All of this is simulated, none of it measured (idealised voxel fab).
The following is a process module called voxel released beams.
FYI the section here is cut, 275 nm wide, cells are 5 nm squares.
Cross-section, as written here: a square-cell grid given band by band from the top down, where a band holds one or more rows of cells. Quick guide to a band line: top height, bottom height (nm) up front; then every material left to right with its width in nm. Only one material and it's marked "all across"? Then it fills the band edge to edge. And "empty" just means empty space. All heights in this document are referenced to 0, defined as the level beneath which the wafer, as received, consists entirely of one material. The lowest band is not bounded below; it extends indefinitely downward and is written in the form "from 0 down". A width such as "30->40" changes by the same amount from each row of cells to the next, from the band's top row to its bottom row. Step marked "no change"? Then no cell in the cross-section changed in it. Listed in "Internal closed voids": every empty space of 8 or more cells without an open way to the top. Form: width x height at distance, the distance being from the left edge, all in nm. Heads up: the bit after the settings on a step's line is the simulator's remark on that step. A step's line can hold "overlay nm"; with a mask on that step, the setting says how far right of the planned place the mask lay, while a negative setting says it lay to the left.

Steps planned for the process
1,RECEIVE (material Si)
2,CONFORMAL_DEP (material SiN; thk nm 5)
3,DIRECTIONAL_DEP (material SiO2; thk nm 15)
4,DIRECTIONAL_DEP (material aC; thk nm 15)
5,PATTERN (tone open; mask id ANCHOR; material resist; width nm 35; thk nm 35; overlay nm 0)
6,DIRECTIONAL_ETCH (etch materials aC; depth nm 15)
7,STRIP (etch materials resist)
8,DIRECTIONAL_ETCH (etch materials SiO2; depth nm 15)
9,STRIP (etch materials aC)
10,CONFORMAL_DEP (material W; thk nm 15)
11,MASKED_ETCH (tone cover; mask id BEAM; width nm 90; etch materials W; depth nm 15; overlay nm 0)
12,STRIP (etch materials SiO2)

Incoming wafer in cross-section (state: after step 1)
    from 0 down | Si all across
    Internal closed voids: none

The first of two wafers, cross-sectioned at the end of the module, with the run proceeding as planned
    from 35 to 20 | 90 of empty / 20 of W / 5 of empty / 65 of W / 95 of empty
    from 20 to 5 | 95 of empty / 35 of W / 145 of empty
    from 5 to 0 | SiN all across
    from 0 down | Si all across
    Internal closed voids: none

What the second wafer looks like in cross-section once the module is done. Its start and its plan matched the first wafer's exactly; what differed was one mistake in how it was run
    from 15 to 0 | 90 of empty / 90 of W / 95 of empty
    from 0 down | Si all across
    Internal closed voids: none
Short version of what went wrong: step 9 ran differently from the plan; actual operation with settings: STRIP (etch materials SiN)
At the finish, the second wafer shows more or fewer cells for some materials than the first does: 55 fewer of SiN | 18 fewer of W
